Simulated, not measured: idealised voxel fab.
Module name: voxel capacitor over wiring (process module)
cross-section cut | 250 nm wide | cells 5 nm
Cross-section spec: square-cell grid; bands listed top down; each band is one or more rows. What a band's entry tells you: where the top is and where the bottom is, as heights in nm, and after that what lies inside, material by material from left to right, each with its width in nm. Empty space is written as the word "air", and a single material marked with the word "everywhere" occupies the band from edge to edge. Zero point of the height axis is 0; under it, received wafer = one material. Lowest band: continues down indefinitely, "top 0, no bottom". Quick explanation for "30->40": the width changes in equal steps down the rows of cells, from the first number in the band's top row to the second number in its bottom row. "nothing different" means the step left every cell of the cross-section as it was. So "Voids lacking openings" is basically the list of trapped voids: any empty space of 8 cells or more that can't reach the top through an opening. They're written width x height at distance, the distance being from the left edge, and it's all nm. Whatever follows a step's settings on its line is a remark the simulator itself makes about that step. overlay nm, on a step with a mask: how far to the right of its planned place the mask lay; to the left if negative.
## Below is the list of planned process steps
1: RECEIVE with material Si
2: CONFORMAL_DEP with material SiO2, thk nm 10
3: DIRECTIONAL_DEP with material TiN, thk nm 5
4: DIRECTIONAL_DEP with material W, thk nm 15
5: DIRECTIONAL_DEP with material aC, thk nm 15
6: PATTERN with tone cover, mask id METAL_1, material resist, width nm 20, pitch nm 70, thk nm 30, overlay nm 0
7: DIRECTIONAL_ETCH with etch materials aC, depth nm 15
8: STRIP with etch materials resist
9: DIRECTIONAL_ETCH with etch materials W, depth nm 15
10: DIRECTIONAL_ETCH with etch materials TiN, depth nm 5
11: STRIP with etch materials aC
12: FILL_DEP with material lowk, thk nm 5
13: CMP with height nm 30
14: CONFORMAL_DEP with material SiCN, thk nm 5
15: DIRECTIONAL_DEP with material lowk, thk nm 10
16: DIRECTIONAL_DEP with material aC, thk nm 15
17: PATTERN with tone open, mask id PLUG_1, material resist, width nm 15, thk nm 35, overlay nm 0
18: DIRECTIONAL_ETCH with etch materials aC, depth nm 15
19: STRIP with etch materials resist
20: DIRECTIONAL_ETCH with etch materials lowk, depth nm 10
21: DIRECTIONAL_ETCH with etch materials SiCN, depth nm 5
22: STRIP with etch materials aC
23: CONFORMAL_DEP with material TiN, thk nm 5
24: FILL_DEP with material Ru, thk nm 10
25: CMP with height nm 45
26: DIRECTIONAL_DEP with material TiN, thk nm 10
27: DIRECTIONAL_DEP with material Al2O3, thk nm 5
28: DIRECTIONAL_DEP with material TiN, thk nm 5
29: PATTERN with tone cover, mask id UPPER_PLATE, material resist, width nm 55, thk nm 20, overlay nm 0
30: DIRECTIONAL_ETCH with etch materials TiN, depth nm 5
31: DIRECTIONAL_ETCH with etch materials Al2O3, depth nm 5
32: STRIP with etch materials resist
33: PATTERN with tone cover, mask id LOWER_PLATE, material resist, width nm 65, thk nm 20, overlay nm 0
34: DIRECTIONAL_ETCH with etch materials TiN, depth nm 10
35: STRIP with etch materials resist
36: FILL_DEP with material SiO2, thk nm 20
37: CMP with height nm 80
38: MASKED_ETCH with tone open, mask id PLUG_2, width nm 15, etch materials SiO2, depth nm 15, overlay nm 0
39: CONFORMAL_DEP with material TiN, thk nm 5
40: FILL_DEP with material W, thk nm 5
41: CMP with height nm 80
42: CONFORMAL_DEP with material SiCN, thk nm 5
## First of two wafers, with the run carried out as planned
## Delivered wafer in cross-section: state after step 1
    top 0, no bottom: Si everywhere
    Voids lacking openings: none
## After step 2, in cross-section
    top 10, bottom 0: SiO2 everywhere
    Under the height 0 nothing was changed.
## After step 3, in cross-section
    top 15, bottom 10: TiN everywhere
    Under the height 10 nothing was changed.
## After step 4, in cross-section
    top 30, bottom 15: W everywhere
    Under the height 15 nothing was changed.
## After step 5, in cross-section
    top 45, bottom 30: aC everywhere
    Under the height 30 nothing was changed.
## After step 6, in cross-section
    top 75, bottom 45: air 80 nm, then resist 20 nm, then air 50 nm, then resist 20 nm, then air 80 nm
    Under the height 45 nothing was changed.
## After step 7, in cross-section
    top 60, bottom 45: air 80 nm, then resist 20 nm, then air 50 nm, then resist 20 nm, then air 80 nm
    top 45, bottom 30: air 80 nm, then aC 20 nm, then air 50 nm, then aC 20 nm, then air 80 nm
    Under the height 30 nothing was changed.
## After step 8, in cross-section
    top 45, bottom 30: air 80 nm, then aC 20 nm, then air 50 nm, then aC 20 nm, then air 80 nm
    Under the height 30 nothing was changed.
## After step 9, in cross-section
    top 45, bottom 30: air 80 nm, then aC 20 nm, then air 50 nm, then aC 20 nm, then air 80 nm
    top 30, bottom 15: air 80 nm, then W 20 nm, then air 50 nm, then W 20 nm, then air 80 nm
    Under the height 15 nothing was changed.
## After step 10, in cross-section
    top 45, bottom 30: air 80 nm, then aC 20 nm, then air 50 nm, then aC 20 nm, then air 80 nm
    top 30, bottom 15: air 80 nm, then W 20 nm, then air 50 nm, then W 20 nm, then air 80 nm
    top 15, bottom 10: air 80 nm, then TiN 20 nm, then air 50 nm, then TiN 20 nm, then air 80 nm
    Under the height 10 nothing was changed.
## After step 11, in cross-section
    top 30, bottom 15: air 80 nm, then W 20 nm, then air 50 nm, then W 20 nm, then air 80 nm
    Under the height 15 nothing was changed.
## After step 12, in cross-section
    top 35, bottom 30: lowk everywhere
    top 30, bottom 15: lowk 80 nm, then W 20 nm, then lowk 50 nm, then W 20 nm, then lowk 80 nm
    top 15, bottom 10: lowk 80 nm, then TiN 20 nm, then lowk 50 nm, then TiN 20 nm, then lowk 80 nm
    Under the height 10 nothing was changed.
## After step 13, in cross-section
    top 30, bottom 15: lowk 80 nm, then W 20 nm, then lowk 50 nm, then W 20 nm, then lowk 80 nm
    Under the height 15 nothing was changed.
## After step 14, in cross-section
    top 35, bottom 30: SiCN everywhere
    Under the height 30 nothing was changed.
## After step 15, in cross-section
    top 45, bottom 35: lowk everywhere
    Under the height 35 nothing was changed.
## After step 16, in cross-section
    top 60, bottom 45: aC everywhere
    Under the height 45 nothing was changed.
## After step 17, in cross-section
    top 95, bottom 60: resist 85 nm, then air 15 nm, then resist 150 nm
    Under the height 60 nothing was changed.
## After step 18, in cross-section
    top 80, bottom 60: resist 85 nm, then air 15 nm, then resist 150 nm
    top 60, bottom 45: aC 85 nm, then air 15 nm, then aC 150 nm
    Under the height 45 nothing was changed.
## After step 19, in cross-section
    top 60, bottom 45: aC 85 nm, then air 15 nm, then aC 150 nm
    Under the height 45 nothing was changed.
## After step 20, in cross-section
    top 60, bottom 45: aC 85 nm, then air 15 nm, then aC 150 nm
    top 45, bottom 35: lowk 85 nm, then air 15 nm, then lowk 150 nm
    Under the height 35 nothing was changed.
## After step 21, in cross-section
    top 60, bottom 45: aC 85 nm, then air 15 nm, then aC 150 nm
    top 45, bottom 35: lowk 85 nm, then air 15 nm, then lowk 150 nm
    top 35, bottom 30: SiCN 85 nm, then air 15 nm, then SiCN 150 nm
    Under the height 30 nothing was changed.
## After step 22, in cross-section
    top 45, bottom 35: lowk 85 nm, then air 15 nm, then lowk 150 nm
    Under the height 35 nothing was changed.
## After step 23, in cross-section
    top 50, bottom 45: TiN 90 nm, then air 5 nm, then TiN 155 nm
    top 45, bottom 35: lowk 85 nm, then TiN 5 nm, then air 5 nm, then TiN 5 nm, then lowk 150 nm
    top 35, bottom 30: SiCN 85 nm, then TiN 15 nm, then SiCN 150 nm
    Under the height 30 nothing was changed.
## After step 24, in cross-section
    top 60, bottom 50: Ru everywhere
    top 50, bottom 45: TiN 90 nm, then Ru 5 nm, then TiN 155 nm
    top 45, bottom 35: lowk 85 nm, then TiN 5 nm, then Ru 5 nm, then TiN 5 nm, then lowk 150 nm
    Under the height 35 nothing was changed.
## After step 25, in cross-section
    top 45, bottom 35: lowk 85 nm, then TiN 5 nm, then Ru 5 nm, then TiN 5 nm, then lowk 150 nm
    Under the height 35 nothing was changed.
## After step 26, in cross-section
    top 55, bottom 45: TiN everywhere
    Under the height 45 nothing was changed.
## After step 27, in cross-section
    top 60, bottom 55: Al2O3 everywhere
    Under the height 55 nothing was changed.
## After step 28, in cross-section
    top 65, bottom 60: TiN everywhere
    Under the height 60 nothing was changed.
## After step 29, in cross-section
    top 85, bottom 65: air 85 nm, then resist 55 nm, then air 110 nm
    Under the height 65 nothing was changed.
## After step 30, in cross-section
    top 85, bottom 65: air 85 nm, then resist 55 nm, then air 110 nm
    top 65, bottom 60: air 85 nm, then TiN 55 nm, then air 110 nm
    Under the height 60 nothing was changed.
## After step 31, in cross-section
    top 85, bottom 65: air 85 nm, then resist 55 nm, then air 110 nm
    top 65, bottom 60: air 85 nm, then TiN 55 nm, then air 110 nm
    top 60, bottom 55: air 85 nm, then Al2O3 55 nm, then air 110 nm
    Under the height 55 nothing was changed.
## After step 32, in cross-section
    top 65, bottom 60: air 85 nm, then TiN 55 nm, then air 110 nm
    Under the height 60 nothing was changed.
## After step 33, in cross-section
    top 85, bottom 65: air 80 nm, then resist 65 nm, then air 105 nm
    top 65, bottom 60: air 80 nm, then resist 5 nm, then TiN 55 nm, then resist 5 nm, then air 105 nm
    top 60, bottom 55: air 80 nm, then resist 5 nm, then Al2O3 55 nm, then resist 5 nm, then air 105 nm
    Under the height 55 nothing was changed.
## After step 34, in cross-section
    top 85, bottom 65: air 80 nm, then resist 65 nm, then air 105 nm
    top 65, bottom 60: air 80 nm, then resist 5 nm, then TiN 55 nm, then resist 5 nm, then air 105 nm
    top 60, bottom 55: air 80 nm, then resist 5 nm, then Al2O3 55 nm, then resist 5 nm, then air 105 nm
    top 55, bottom 45: air 80 nm, then TiN 65 nm, then air 105 nm
    Under the height 45 nothing was changed.
## After step 35, in cross-section
    top 65, bottom 60: air 85 nm, then TiN 55 nm, then air 110 nm
    top 60, bottom 55: air 85 nm, then Al2O3 55 nm, then air 110 nm
    Under the height 55 nothing was changed.
## After step 36, in cross-section
    top 85, bottom 65: SiO2 everywhere
    top 65, bottom 60: SiO2 85 nm, then TiN 55 nm, then SiO2 110 nm
    top 60, bottom 55: SiO2 85 nm, then Al2O3 55 nm, then SiO2 110 nm
    top 55, bottom 45: SiO2 80 nm, then TiN 65 nm, then SiO2 105 nm
    Under the height 45 nothing was changed.
## After step 37, in cross-section
    top 80, bottom 65: SiO2 everywhere
    Under the height 65 nothing was changed.
## After step 38, in cross-section
    top 80, bottom 65: SiO2 95 nm, then air 15 nm, then SiO2 140 nm
    Under the height 65 nothing was changed.
## After step 39, in cross-section
    top 85, bottom 80: TiN 100 nm, then air 5 nm, then TiN 145 nm
    top 80, bottom 70: SiO2 95 nm, then TiN 5 nm, then air 5 nm, then TiN 5 nm, then SiO2 140 nm
    top 70, bottom 60: SiO2 95->85 nm, then TiN 15->55 nm, then SiO2 140->110 nm
    Under the height 60 nothing was changed.
## After step 40, in cross-section
    top 90, bottom 85: W everywhere
    top 85, bottom 80: TiN 100 nm, then W 5 nm, then TiN 145 nm
    top 80, bottom 70: SiO2 95 nm, then TiN 5 nm, then W 5 nm, then TiN 5 nm, then SiO2 140 nm
    Under the height 70 nothing was changed.
## After step 41, in cross-section
    top 80, bottom 70: SiO2 95 nm, then TiN 5 nm, then W 5 nm, then TiN 5 nm, then SiO2 140 nm
    Under the height 70 nothing was changed.
## After step 42, in cross-section
    top 85, bottom 80: SiCN everywhere
    Under the height 80 nothing was changed.
## Wafer two of the pair: same origin, same plan, one error during the run; identical to wafer one up to and including step 26
Cross-section of the second wafer corresponding to the planned conclusion of step 27: nothing different
## Cross-section of the second wafer corresponding to the planned conclusion of step 28
    top 60, bottom 45: TiN everywhere
    Under the height 45 nothing was changed.
## Cross-section of the second wafer corresponding to the planned conclusion of step 29
    top 80, bottom 60: air 85 nm, then resist 55 nm, then air 110 nm
    Under the height 60 nothing was changed.
## Cross-section of the second wafer corresponding to the planned conclusion of step 30
    top 80, bottom 60: air 85 nm, then resist 55 nm, then air 110 nm
    top 60, bottom 55: air 85 nm, then TiN 55 nm, then air 110 nm
    Under the height 55 nothing was changed.
Cross-section of the second wafer corresponding to the planned conclusion of step 31: nothing different
## Cross-section of the second wafer corresponding to the planned conclusion of step 32
    top 60, bottom 55: air 85 nm, then TiN 55 nm, then air 110 nm
    Under the height 55 nothing was changed.
## Cross-section of the second wafer corresponding to the planned conclusion of step 33
    top 80, bottom 60: air 80 nm, then resist 65 nm, then air 105 nm
    top 60, bottom 55: air 80 nm, then resist 5 nm, then TiN 55 nm, then resist 5 nm, then air 105 nm
    Under the height 55 nothing was changed.
## Cross-section of the second wafer corresponding to the planned conclusion of step 34
    top 80, bottom 60: air 80 nm, then resist 65 nm, then air 105 nm
    top 60, bottom 55: air 80 nm, then resist 5 nm, then TiN 55 nm, then resist 5 nm, then air 105 nm
    top 55, bottom 45: air 80 nm, then TiN 65 nm, then air 105 nm
    Under the height 45 nothing was changed.
## Cross-section of the second wafer corresponding to the planned conclusion of step 35
    top 60, bottom 55: air 85 nm, then TiN 55 nm, then air 110 nm
    Under the height 55 nothing was changed.
## Cross-section of the second wafer corresponding to the planned conclusion of step 36
    top 80, bottom 60: SiO2 everywhere
    top 60, bottom 55: SiO2 85 nm, then TiN 55 nm, then SiO2 110 nm
    top 55, bottom 45: SiO2 80 nm, then TiN 65 nm, then SiO2 105 nm
    Under the height 45 nothing was changed.
Cross-section of the second wafer corresponding to the planned conclusion of step 37: nothing different
## Cross-section of the second wafer corresponding to the planned conclusion of step 38
    top 80, bottom 65: SiO2 95 nm, then air 15 nm, then SiO2 140 nm
    Under the height 65 nothing was changed.
## Cross-section of the second wafer corresponding to the planned conclusion of step 39
    top 85, bottom 80: TiN 100 nm, then air 5 nm, then TiN 145 nm
    top 80, bottom 70: SiO2 95 nm, then TiN 5 nm, then air 5 nm, then TiN 5 nm, then SiO2 140 nm
    top 70, bottom 65: SiO2 95 nm, then TiN 15 nm, then SiO2 140 nm
    Under the height 65 nothing was changed.
## Cross-section of the second wafer corresponding to the planned conclusion of step 40
    top 90, bottom 85: W everywhere
    top 85, bottom 80: TiN 100 nm, then W 5 nm, then TiN 145 nm
    top 80, bottom 70: SiO2 95 nm, then TiN 5 nm, then W 5 nm, then TiN 5 nm, then SiO2 140 nm
    Under the height 70 nothing was changed.
## Cross-section of the second wafer corresponding to the planned conclusion of step 41
    top 80, bottom 70: SiO2 95 nm, then TiN 5 nm, then W 5 nm, then TiN 5 nm, then SiO2 140 nm
    Under the height 70 nothing was changed.
## Cross-section of the second wafer corresponding to the planned conclusion of step 42
    top 85, bottom 80: SiCN everywhere
    Under the height 80 nothing was changed.
Deviation noted in wafer processing: step 27 in the plan did not get run; it was skipped
In the final state, the cell counts of the second wafer exceed or fall short of those of the first for the following materials: Al2O3: 11 fewer | SiO2: 11 more
